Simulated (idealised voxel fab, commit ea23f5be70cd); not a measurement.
Process module, titled voxel capacitor over wiring
Cross-sectional view cut (width: 210 nm; square cell size: 5 nm).
A cross-section in this document is a grid of square cells, and it is written down as bands, the top band listed before the ones below it; a band is made up of one or more rows of cells.
The entry gives the band's vertical extent as a top height and a bottom height in nm, then its horizontal make-up as materials from left to right, each with a width in nm. "empty" stands for empty space; a single material marked "full width" fills the band edge to edge.
Measure heights from 0. That's the level where, below it, the as-received wafer is all one material. The lowest band is bottomless and extends downward; write it as in "0 down".
Width: "30..40" (first number = top row, second number = bottom row, same change from row to row of cells).
For the purposes of this document, the phrase "all unchanged" attached to a step denotes that no cell within the cross-section was modified by that step.
In "Enclosed void list" the enclosed voids are listed, meaning empty spaces of 8 cells or larger without any opening to the top. The form is width x height at distance, distance from the left edge, units nm.
What comes after the settings on a step's line is commentary from the simulator itself on that step.
overlay nm: where the mask lay relative to plan, measured to the right, on steps with a mask; negatives go left.

[Steps in the process plan]
1: RECEIVE [material Si]
2: CONFORMAL_DEP [material SiO2] [thk nm 15]
3: CONFORMAL_DEP [material SiCN] [thk nm 5]
4: DIRECTIONAL_DEP [material SiO2] [thk nm 20]
5: PATTERN [tone open] [mask id METAL_1] [material resist] [width nm 20] [pitch nm 80] [thk nm 15] [overlay nm 0]
6: DIRECTIONAL_ETCH [etch materials SiO2] [depth nm 20]
7: DIRECTIONAL_ETCH [etch materials SiCN] [depth nm 5]
8: STRIP [etch materials resist]
9: CONFORMAL_DEP [material TiN] [thk nm 5]
10: FILL_DEP [material W] [thk nm 10]
11: CMP [height nm 40]
12: EPI [material Ru] [thk nm 5]
13: FILL_DEP [material SiCN] [thk nm 5]
14: DIRECTIONAL_DEP [material lowk] [thk nm 15]
15: MASKED_ETCH [tone open] [mask id PLUG_1] [width nm 15] [etch materials lowk] [depth nm 15] [overlay nm 0]
16: MASKED_ETCH [tone open] [mask id PLUG_1] [width nm 15] [etch materials SiCN] [depth nm 5] [overlay nm 0]
17: EPI [material Ru] [thk nm 10]
18: EPI [material Ru] [thk nm 10]
19: DIRECTIONAL_DEP [material TiN] [thk nm 5]
20: DIRECTIONAL_DEP [material HfO2] [thk nm 5]
21: DIRECTIONAL_DEP [material TiN] [thk nm 5]
22: PATTERN [tone cover] [mask id UPPER_PLATE] [material resist] [width nm 65] [thk nm 20] [overlay nm 0]
23: DIRECTIONAL_ETCH [etch materials TiN] [depth nm 5]
24: DIRECTIONAL_ETCH [etch materials HfO2] [depth nm 5]
25: STRIP [etch materials resist]
26: MASKED_ETCH [tone cover] [mask id LOWER_PLATE] [width nm 75] [etch materials TiN] [depth nm 5] [overlay nm 0]
27: FILL_DEP [material SiO2] [thk nm 20]
28: CMP [height nm 95]
29: PATTERN [tone open] [mask id PLUG_2] [material resist] [width nm 15] [thk nm 20] [overlay nm 0]
30: DIRECTIONAL_ETCH [etch materials SiO2] [depth nm 15]
31: STRIP [etch materials resist]
32: CONFORMAL_DEP [material TiN] [thk nm 5]
33: FILL_DEP [material Cu] [thk nm 10]
34: CMP [height nm 95]
35: CONFORMAL_DEP [material SiN] [thk nm 5]

[This is the cross-section of the wafer as we received it, i.e. after step 1]
    0 down  Si full width
    Enclosed void list: none

[The plan above was carried out on the starting structure above with one mistake, and this cross-section shows the wafer at the end of the module]
    100 to 95  SiN full width
    95 to 85  SiO2: 70, TiN: 15..55, SiO2: 125..85
    85 to 80  SiO2: 70, TiN: 5, HfO2: 50, SiO2: 85
    80 to 75  SiO2: 55, TiN: 5, SiO2: 15, TiN: 55, SiO2: 80
    75 to 70  lowk: 60, TiN: 15, lowk: 135
    70 to 65  lowk: 60, HfO2: 15, lowk: 135
    65 to 60  lowk: 60, TiN: 15, lowk: 135
    60 to 50  lowk full width
    50 to 45  SiCN full width
    45 to 40  SiCN: 50, Ru: 30, SiCN: 50, Ru: 30, SiCN: 50
    40 to 20  SiO2: 55, TiN: 5, W: 10, TiN: 5, SiO2: 60, TiN: 5, W: 10, TiN: 5, SiO2: 55
    20 to 15  SiCN: 55, TiN: 20, SiCN: 60, TiN: 20, SiCN: 55
    15 to 0  SiO2 full width
    0 down  Si full width
    Enclosed void list: none
Misprocessing identified: step 14: run off-plan, actual operation and settings DIRECTIONAL_DEP [material lowk] [thk nm 25]
